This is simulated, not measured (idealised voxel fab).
Process module heading - voxel gate over fins
Square cells of 5 nm make up the cross-section cut, whose width is 155 nm.
Cross-section, as written here: a square-cell grid given band by band from the top down, where a band holds one or more rows of cells.
Top height, bottom height, nm. Materials left to right, width each, nm. Single material + "full width" = fills band edge to edge. "air" = empty.
The level at which height equals 0 is the one under which the wafer, as it arrives, is entirely one material. No lower edge exists for the bottom band, which continues downward and is notated as in "from 0 down".
A two-number width, for instance "30 to 40", indicates that the width is equal to the first number in the top row of the band and to the second number in the bottom row, and that it changes by a constant amount per row of cells.
Key: "left unchanged" - step with no changed cell in the cross-section.
The label "Cavities, sealed" introduces a list of the empty spaces, 8 cells or larger, that have no open way up to the top; each entry in it reads width x height at distance, where the distance is taken from the left edge and all three are stated in nm.
If you see something after the settings on a step's line, that's the simulator's own remark about that step.
"overlay nm" on a masked step: distance the mask lay right of its planned place, negative for left.

Listed below are the process steps as planned
1. RECEIVE | material Si
2. CONFORMAL_DEP | material SiN | thk nm 10
3. PATTERN | tone cover | mask id FINS | material resist | width nm 15 | pitch nm 55 | thk nm 15 | overlay nm 0
4. DIRECTIONAL_ETCH | etch materials SiN | depth nm 10
5. DIRECTIONAL_ETCH | etch materials Si | depth nm 30
6. STRIP | etch materials resist
7. FILL_DEP | material SiO2 | thk nm 15
8. CMP | height nm 10
9. DIRECTIONAL_DEP | material aC | thk nm 15
10. PATTERN | tone open | mask id RAIL | material resist | width nm 15 | thk nm 30 | overlay nm 0
11. DIRECTIONAL_ETCH | etch materials aC | depth nm 15
12. STRIP | etch materials resist
13. DIRECTIONAL_ETCH | etch materials SiO2 | depth nm 35
14. STRIP | etch materials aC
15. CONFORMAL_DEP | material TiN | thk nm 5
16. FILL_DEP | material Ru | thk nm 5
17. CMP | height nm 10
18. SELECTIVE_ETCH | etch materials W Ru TiN | depth nm 30
19. FILL_DEP | material SiO2 | thk nm 5
20. CMP | height nm 10
21. SELECTIVE_ETCH | etch materials SiO2 | depth nm 20
22. STRIP | etch materials SiN
23. CONFORMAL_DEP | material HfO2 | thk nm 5
24. CONFORMAL_DEP | material TiN | thk nm 5
25. FILL_DEP | material W | thk nm 15
26. CMP | height nm 20
27. CONFORMAL_DEP | material SiN | thk nm 10

Cross-section of the wafer upon arrival, representing the state reached after step 1
  from 0 down: Si full width
  Cavities, sealed: none

Starting structure and process plan are as shown above, but one mistake was made in running the module; the wafer cross-section at the end of the module follows
  from 30 to 20: SiN full width
  from 20 to 10: W full width
  from 10 to 5: TiN full width
  from 5 to 0: HfO2=20  TiN=5  HfO2=50  TiN=5  HfO2=50  TiN=5  HfO2=20
  from 0 to -5: Si=15  HfO2=5  TiN=5  HfO2=5  Si=40  HfO2=5  TiN=5  HfO2=5  Si=40  HfO2=5  TiN=5  HfO2=5  Si=15
  from -5 to -10: Si=15  HfO2=15  Si=40  HfO2=15  Si=40  HfO2=15  Si=15
  from -10 to -30: Si=15  SiO2=15  Si=40  SiO2=15  Si=40  SiO2=15  Si=15
  from -30 down: Si full width
  Cavities, sealed: none
What was done differently from what was planned? in deviation from the planned setting, step 3 was conducted as PATTERN | tone open | mask id FINS | material resist | width nm 15 | pitch nm 55 | thk nm 15 | overlay nm 0
